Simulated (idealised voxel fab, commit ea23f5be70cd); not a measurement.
process module | voxel wiring stack
cross-section cut | 265 nm wide | cells 5 nm
A cross-section is a grid of square cells, given in bands from the top down. A band is one or more rows of cells.
Each band's line starts with the height of the band's top and of its bottom, in nm. Then come its materials from left to right, each with its width in nm. One material with "throughout" fills the band from edge to edge. "air" is empty space.
Height 0 is the level under which the wafer as received is all one material. The lowest band goes on downwards, as in "0 down".
A width such as "30 to 40" changes by the same amount from each row of cells to the next, from the band's top row to its bottom row.
"no change" after a step means that no cell of the cross-section changed.
closed voids: empty space of 8 cells or more with no open way to the top, each as width x height at its distance from the left edge, in nm
after a step's settings: what the simulator itself notes on the step
overlay nm, on a step with a mask: how far to the right of its planned place the mask lay; to the left if negative
plan
1 op RECEIVE | material Si
2 op CONFORMAL_DEP | material SiO2 | thk nm 15
3 op CONFORMAL_DEP | material SiN | thk nm 5
4 op DIRECTIONAL_DEP | material lowk | thk nm 25
5 op DIRECTIONAL_DEP | material aC | thk nm 10
6 op PATTERN | tone open | mask id METAL_1 | material resist | width nm 25 | pitch nm 45 | thk nm 25 | overlay nm 0
7 op DIRECTIONAL_ETCH | etch materials aC | depth nm 10
8 op STRIP | etch materials resist
9 op DIRECTIONAL_ETCH | etch materials lowk | depth nm 25
10 op DIRECTIONAL_ETCH | etch materials SiN | depth nm 5
11 op STRIP | etch materials aC
12 op CONFORMAL_DEP | material TiN | thk nm 5
13 op FILL_DEP | material Cu | thk nm 10
14 op CMP | height nm 45
15 op CONFORMAL_DEP | material SiCN | thk nm 5
16 op DIRECTIONAL_DEP | material SiO2 | thk nm 10
17 op DIRECTIONAL_DEP | material aC | thk nm 10
18 op PATTERN | tone open | mask id PLUG_1 | material resist | width nm 15 | thk nm 25 | overlay nm 0
19 op DIRECTIONAL_ETCH | etch materials aC | depth nm 10
20 op STRIP | etch materials resist
21 op DIRECTIONAL_ETCH | etch materials SiO2 | depth nm 10
22 op DIRECTIONAL_ETCH | etch materials SiCN | depth nm 5
23 op STRIP | etch materials aC
24 op CONFORMAL_DEP | material TiN | thk nm 5
25 op FILL_DEP | material Ru | thk nm 10
26 op CMP | height nm 60
27 op CONFORMAL_DEP | material SiN | thk nm 5
28 op DIRECTIONAL_DEP | material SiO2 | thk nm 15
29 op MASKED_ETCH | tone open | mask id METAL_2 | width nm 25 | pitch nm 45 | etch materials SiO2 | depth nm 15 | overlay nm 0
30 op MASKED_ETCH | tone open | mask id METAL_2 | width nm 25 | pitch nm 45 | etch materials SiN | depth nm 5 | overlay nm 0
31 op CONFORMAL_DEP | material TiN | thk nm 5
32 op FILL_DEP | material W | thk nm 10
33 op CMP | height nm 80
34 op CONFORMAL_DEP | material SiCN | thk nm 5
35 op DIRECTIONAL_DEP | material lowk | thk nm 20
36 op MASKED_ETCH | tone open | mask id PLUG_2 | width nm 15 | pitch nm 45 | etch materials lowk | depth nm 20 | overlay nm -15
37 op MASKED_ETCH | tone open | mask id PLUG_2 | width nm 15 | pitch nm 45 | etch materials SiCN | depth nm 5 | overlay nm 0
38 op CONFORMAL_DEP | material TiN | thk nm 5
39 op FILL_DEP | material W | thk nm 10
40 op CMP | height nm 105
41 op CONFORMAL_DEP | material SiN | thk nm 5
42 op DIRECTIONAL_DEP | material SiO2 | thk nm 20
43 op DIRECTIONAL_DEP | material aC | thk nm 15
44 op PATTERN | tone open | mask id METAL_3 | material resist | width nm 25 | pitch nm 45 | thk nm 30 | overlay nm 0
45 op DIRECTIONAL_ETCH | etch materials aC | depth nm 15
46 op STRIP | etch materials resist
47 op DIRECTIONAL_ETCH | etch materials SiO2 | depth nm 20
48 op DIRECTIONAL_ETCH | etch materials SiN | depth nm 5
49 op STRIP | etch materials aC
50 op CONFORMAL_DEP | material TiN | thk nm 5
51 op FILL_DEP | material W | thk nm 10
52 op CMP | height nm 130
53 op EPI | material Ru | thk nm 5
54 op FILL_DEP | material SiCN | thk nm 5
varied across the wafers: overlay nm of step 36. The plan shows the first wafer's value. All wafers start alike
first wafer as received, after step 1
  0 down: Si throughout
  closed voids: none
first wafer at the end, after step 54
  140 to 135: SiCN throughout
  135 to 130: SiCN 90 | Ru 35 | SiCN 10 | Ru 35 | SiCN 95
  130 to 110: SiO2 95 | TiN 5 | W 15 | TiN 5 | SiO2 20 | TiN 5 | W 15 | TiN 5 | SiO2 100
  110 to 105: SiN 95 | TiN 25 | SiN 20 | TiN 25 | SiN 100
  105 to 90: lowk 80 | TiN 5 | W 5 | TiN 5 | lowk 30 | TiN 5 | W 5 | TiN 5 | lowk 125
  90 to 85: lowk 80 | TiN 15 | lowk 30 | TiN 15 | lowk 125
  85 to 80: SiCN throughout
  80 to 65: SiO2 95 | TiN 5 | W 15 | TiN 5 | SiO2 20 | TiN 5 | W 15 | TiN 5 | SiO2 100
  65 to 60: SiN 95 | TiN 25 | SiN 20 | TiN 25 | SiN 100
  60 to 50: SiO2 95 | TiN 5 | Ru 5 | TiN 5 | SiO2 155
  50 to 45: SiCN 95 | TiN 15 | SiCN 155
  45 to 20: lowk 95 | TiN 5 | Cu 15 | TiN 5 | lowk 20 | TiN 5 | Cu 15 | TiN 5 | lowk 100
  20 to 15: SiN 95 | TiN 25 | SiN 20 | TiN 25 | SiN 100
  15 to 0: SiO2 throughout
  0 down: Si throughout
  closed voids: none
last wafer at the end
  140 to 135: SiCN throughout
  135 to 130: SiCN 90 | Ru 35 | SiCN 10 | Ru 35 | SiCN 95
  130 to 110: SiO2 95 | TiN 5 | W 15 | TiN 5 | SiO2 20 | TiN 5 | W 15 | TiN 5 | SiO2 100
  110 to 105: SiN 95 | TiN 25 | SiN 20 | TiN 25 | SiN 100
  105 to 90: lowk 110 | TiN 5 | W 5 | TiN 5 | lowk 30 | TiN 5 | W 5 | TiN 5 | lowk 95
  90 to 85: lowk 110 | TiN 15 | lowk 30 | TiN 15 | lowk 95
  85 to 80: SiCN throughout
  80 to 65: SiO2 95 | TiN 5 | W 15 | TiN 5 | SiO2 20 | TiN 5 | W 15 | TiN 5 | SiO2 100
  65 to 60: SiN 95 | TiN 25 | SiN 20 | TiN 25 | SiN 100
  60 to 50: SiO2 95 | TiN 5 | Ru 5 | TiN 5 | SiO2 155
  50 to 45: SiCN 95 | TiN 15 | SiCN 155
  45 to 20: lowk 95 | TiN 5 | Cu 15 | TiN 5 | lowk 20 | TiN 5 | Cu 15 | TiN 5 | lowk 100
  20 to 15: SiN 95 | TiN 25 | SiN 20 | TiN 25 | SiN 100
  15 to 0: SiO2 throughout
  0 down: Si throughout
  closed voids: none
each wafer at the end: cells of each material gained (+) or lost (-) since it was received, then its closed voids
overlay nm -15 | +30 Cu | +16 Ru | +195 SiCN | +129 SiN | +560 SiO2 | +103 TiN | +48 W | +403 lowk | closed voids: none
overlay nm -10 | +30 Cu | +16 Ru | +193 SiCN | +129 SiN | +560 SiO2 | +105 TiN | +48 W | +403 lowk | closed voids: none
overlay nm -5 | +30 Cu | +16 Ru | +191 SiCN | +129 SiN | +560 SiO2 | +107 TiN | +48 W | +403 lowk | closed voids: none
overlay nm 0 | +30 Cu | +16 Ru | +189 SiCN | +129 SiN | +560 SiO2 | +107 TiN | +50 W | +403 lowk | closed voids: none
overlay nm 5 | +30 Cu | +16 Ru | +191 SiCN | +129 SiN | +560 SiO2 | +107 TiN | +48 W | +403 lowk | closed voids: none
overlay nm 10 | +30 Cu | +16 Ru | +193 SiCN | +129 SiN | +560 SiO2 | +105 TiN | +48 W | +403 lowk | closed voids: none
overlay nm 15 | +30 Cu | +16 Ru | +195 SiCN | +129 SiN | +560 SiO2 | +103 TiN | +48 W | +403 lowk | closed voids: none
